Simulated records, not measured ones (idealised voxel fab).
process module | voxel spacer lines
cross-section cut | 280 nm wide | cells 5 nm
A cross-section is a grid of square cells, given in bands from the top down. A band is one or more rows of cells.
Each band's line starts with the height of the band's top and of its bottom, in nm. Then come its materials from left to right, each with its width in nm. One material with "throughout" fills the band from edge to edge. "air" is empty space.
Height 0 is the level under which the wafer as received is all one material. The lowest band goes on downwards, as in "0 down".
A width such as "30 to 40" changes by the same amount from each row of cells to the next, from the band's top row to its bottom row.
"no change" after a step means that no cell of the cross-section changed.
closed voids: empty space of 8 cells or more with no open way to the top, each as width x height at its distance from the left edge, in nm
after a step's settings: what the simulator itself notes on the step
overlay nm, on a step with a mask: how far to the right of its planned place the mask lay; to the left if negative
plan
1 op RECEIVE | material Si
2 op CONFORMAL_DEP | material Al2O3 | thk nm 10
3 op DIRECTIONAL_DEP | material polySi | thk nm 10
4 op DIRECTIONAL_DEP | material aC | thk nm 30
5 op PATTERN | tone cover | mask id MANDREL | material resist | width nm 15 | pitch nm 60 | thk nm 40 | overlay nm 0
6 op DIRECTIONAL_ETCH | etch materials aC | depth nm 30
7 op STRIP | etch materials resist
8 op CONFORMAL_DEP | material SiN | thk nm 15
9 op DIRECTIONAL_ETCH | etch materials SiN | depth nm 15
10 op STRIP | etch materials aC
11 op DIRECTIONAL_ETCH | etch materials polySi | depth nm 10
12 op STRIP | etch materials SiN
first wafer, as planned
as received, after step 1
  0 down: Si throughout
  closed voids: none
after step 2
  10 to 0: Al2O3 throughout
  below 0: unchanged
after step 3
  20 to 10: polySi throughout
  below 10: unchanged
after step 4
  50 to 20: aC throughout
  below 20: unchanged
after step 5
  90 to 50: air 100 | resist 15 | air 45 | resist 15 | air 105
  below 50: unchanged
after step 6
  60 to 50: air 100 | resist 15 | air 45 | resist 15 | air 105
  50 to 20: air 100 | aC 15 | air 45 | aC 15 | air 105
  below 20: unchanged
after step 7
  50 to 20: air 100 | aC 15 | air 45 | aC 15 | air 105
  below 20: unchanged
after step 8
  65 to 50: air 85 | SiN 45 | air 15 | SiN 45 | air 90
  50 to 35: air 85 | SiN 15 | aC 15 | SiN 15 | air 15 | SiN 15 | aC 15 | SiN 15 | air 90
  35 to 20: SiN 100 | aC 15 | SiN 45 | aC 15 | SiN 105
  below 20: unchanged
after step 9
  50 to 20: air 85 | SiN 15 | aC 15 | SiN 15 | air 15 | SiN 15 | aC 15 | SiN 15 | air 90
  below 20: unchanged
after step 10
  50 to 20: air 85 | SiN 15 | air 15 | SiN 15 | air 15 | SiN 15 | air 15 | SiN 15 | air 90
  below 20: unchanged
after step 11
  50 to 20: air 85 | SiN 15 | air 15 | SiN 15 | air 15 | SiN 15 | air 15 | SiN 15 | air 90
  20 to 10: air 85 | polySi 15 | air 15 | polySi 15 | air 15 | polySi 15 | air 15 | polySi 15 | air 90
  below 10: unchanged
after step 12
  20 to 10: air 85 | polySi 15 | air 15 | polySi 15 | air 15 | polySi 15 | air 15 | polySi 15 | air 90
  below 10: unchanged
second wafer: like start, like plan, one mistake. Through step 4 it matches the first wafer
when step 5 should have ended
  90 to 50: air 105 | resist 15 | air 45 | resist 15 | air 100
  below 50: unchanged
when step 6 should have ended
  60 to 50: air 105 | resist 15 | air 45 | resist 15 | air 100
  50 to 20: air 105 | aC 15 | air 45 | aC 15 | air 100
  below 20: unchanged
when step 7 should have ended
  50 to 20: air 105 | aC 15 | air 45 | aC 15 | air 100
  below 20: unchanged
when step 8 should have ended
  65 to 50: air 90 | SiN 45 | air 15 | SiN 45 | air 85
  50 to 35: air 90 | SiN 15 | aC 15 | SiN 15 | air 15 | SiN 15 | aC 15 | SiN 15 | air 85
  35 to 20: SiN 105 | aC 15 | SiN 45 | aC 15 | SiN 100
  below 20: unchanged
when step 9 should have ended
  50 to 20: air 90 | SiN 15 | aC 15 | SiN 15 | air 15 | SiN 15 | aC 15 | SiN 15 | air 85
  below 20: unchanged
when step 10 should have ended
  50 to 20: air 90 | SiN 15 | air 15 | SiN 15 | air 15 | SiN 15 | air 15 | SiN 15 | air 85
  below 20: unchanged
when step 11 should have ended
  50 to 20: air 90 | SiN 15 | air 15 | SiN 15 | air 15 | SiN 15 | air 15 | SiN 15 | air 85
  20 to 10: air 90 | polySi 15 | air 15 | polySi 15 | air 15 | polySi 15 | air 15 | polySi 15 | air 85
  below 10: unchanged
when step 12 should have ended
  20 to 10: air 90 | polySi 15 | air 15 | polySi 15 | air 15 | polySi 15 | air 15 | polySi 15 | air 85
  below 10: unchanged
what went wrong: step 5 ran as: op PATTERN | tone cover | mask id MANDREL | material resist | width nm 15 | pitch nm 60 | thk nm 40 | overlay nm 5
at the end the second wafer has, in cells: as many of each material as the first, in other places
